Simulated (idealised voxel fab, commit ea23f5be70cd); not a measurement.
process module | voxel wiring stack
cross-section cut | 235 nm wide | cells 5 nm
A cross-section is a grid of square cells, given in bands from the top down. A band is one or more rows of cells.
Each band's line starts with the height of the band's top and of its bottom, in nm. Then come its materials from left to right, each with its width in nm. One material with "throughout" fills the band from edge to edge. "air" is empty space.
Height 0 is the level under which the wafer as received is all one material. The lowest band goes on downwards, as in "0 down".
A width such as "30 to 40" changes by the same amount from each row of cells to the next, from the band's top row to its bottom row.
"no change" after a step means that no cell of the cross-section changed.
closed voids: empty space of 8 cells or more with no open way to the top, each as width x height at its distance from the left edge, in nm
after a step's settings: what the simulator itself notes on the step
overlay nm, on a step with a mask: how far to the right of its planned place the mask lay; to the left if negative
plan
1 op RECEIVE | material Si
2 op CONFORMAL_DEP | material SiO2 | thk nm 10
3 op CONFORMAL_DEP | material SiN | thk nm 5
4 op DIRECTIONAL_DEP | material lowk | thk nm 25
5 op DIRECTIONAL_DEP | material aC | thk nm 15
6 op PATTERN | tone open | mask id METAL_1 | material resist | width nm 25 | pitch nm 45 | thk nm 30 | overlay nm 0
7 op DIRECTIONAL_ETCH | etch materials aC | depth nm 15
8 op STRIP | etch materials resist
9 op DIRECTIONAL_ETCH | etch materials lowk | depth nm 25
10 op DIRECTIONAL_ETCH | etch materials SiN | depth nm 5
11 op STRIP | etch materials aC
12 op CONFORMAL_DEP | material TiN | thk nm 5
13 op FILL_DEP | material Ru | thk nm 10
14 op CMP | height nm 40
15 op CONFORMAL_DEP | material SiCN | thk nm 5
16 op DIRECTIONAL_DEP | material lowk | thk nm 30
17 op PATTERN | tone open | mask id METAL_2_HOLES | material resist | width nm 15 | pitch nm 90 | thk nm 20 | overlay nm 0
18 op DIRECTIONAL_ETCH | etch materials lowk | depth nm 30
19 op STRIP | etch materials resist
20 op PATTERN | tone open | mask id METAL_2 | material resist | width nm 25 | pitch nm 45 | thk nm 15 | overlay nm 0
21 op DIRECTIONAL_ETCH | etch materials lowk | depth nm 15
22 op DIRECTIONAL_ETCH | etch materials SiCN | depth nm 5
23 op STRIP | etch materials resist
24 op CONFORMAL_DEP | material TiN | thk nm 5
25 op FILL_DEP | material Cu | thk nm 10
26 op CMP | height nm 75
27 op CONFORMAL_DEP | material SiCN | thk nm 5
28 op DIRECTIONAL_DEP | material SiO2 | thk nm 30
29 op MASKED_ETCH | tone open | mask id METAL_3 | width nm 25 | pitch nm 45 | etch materials SiO2 | depth nm 15 | overlay nm 0
30 op PATTERN | tone open | mask id METAL_3_HOLES | material resist | width nm 15 | pitch nm 90 | thk nm 20 | overlay nm 0
31 op DIRECTIONAL_ETCH | etch materials SiO2 | depth nm 15
32 op DIRECTIONAL_ETCH | etch materials SiCN | depth nm 5
33 op STRIP | etch materials resist
34 op CONFORMAL_DEP | material TiN | thk nm 5
35 op FILL_DEP | material Ru | thk nm 5
36 op CMP | height nm 110
37 op CONFORMAL_DEP | material SiN | thk nm 5
as received, after step 1
  0 down: Si throughout
  closed voids: none
a wafer at the end: this start, this plan, one mistake
  115 to 110: SiN throughout
  110 to 100: SiO2 60 | TiN 5 | Ru 15 | TiN 5 | SiO2 20 | TiN 5 | Ru 15 | TiN 5 | SiO2 20 | TiN 5 | Ru 15 | TiN 5 | SiO2 60
  100 to 95: SiO2 60 | TiN 5 | Ru 5 | TiN 15 | SiO2 20 | TiN 25 | SiO2 20 | TiN 5 | Ru 5 | TiN 15 | SiO2 60
  95 to 80: SiO2 60 | TiN 5 | Ru 5 | TiN 5 | SiO2 75 | TiN 5 | Ru 5 | TiN 5 | SiO2 70
  80 to 75: SiCN 60 | TiN 15 | SiCN 75 | TiN 15 | SiCN 70
  75 to 65: lowk 60 | TiN 5 | Cu 15 | TiN 5 | lowk 20 | TiN 5 | Cu 15 | TiN 5 | lowk 20 | TiN 5 | Cu 15 | TiN 5 | lowk 60
  65 to 60: lowk 60 | TiN 5 | Cu 5 | TiN 15 | lowk 20 | TiN 25 | lowk 20 | TiN 5 | Cu 5 | TiN 15 | lowk 60
  60 to 45: lowk 60 | TiN 5 | Cu 5 | TiN 5 | lowk 75 | TiN 5 | Cu 5 | TiN 5 | lowk 70
  45 to 40: SiCN 60 | TiN 15 | SiCN 75 | TiN 15 | SiCN 70
  40 to 35: Ru throughout
  35 to 30: TiN 65 | Ru 15 | TiN 30 | Ru 15 | TiN 30 | Ru 15 | TiN 65
  30 to 15: lowk 60 | TiN 5 | Ru 15 | TiN 5 | lowk 20 | TiN 5 | Ru 15 | TiN 5 | lowk 20 | TiN 5 | Ru 15 | TiN 5 | lowk 60
  15 to 10: SiN 60 | TiN 25 | SiN 20 | TiN 25 | SiN 20 | TiN 25 | SiN 60
  10 to 0: SiO2 throughout
  0 down: Si throughout
  closed voids: none
what went wrong: step 4 ran as: op DIRECTIONAL_DEP | material lowk | thk nm 15
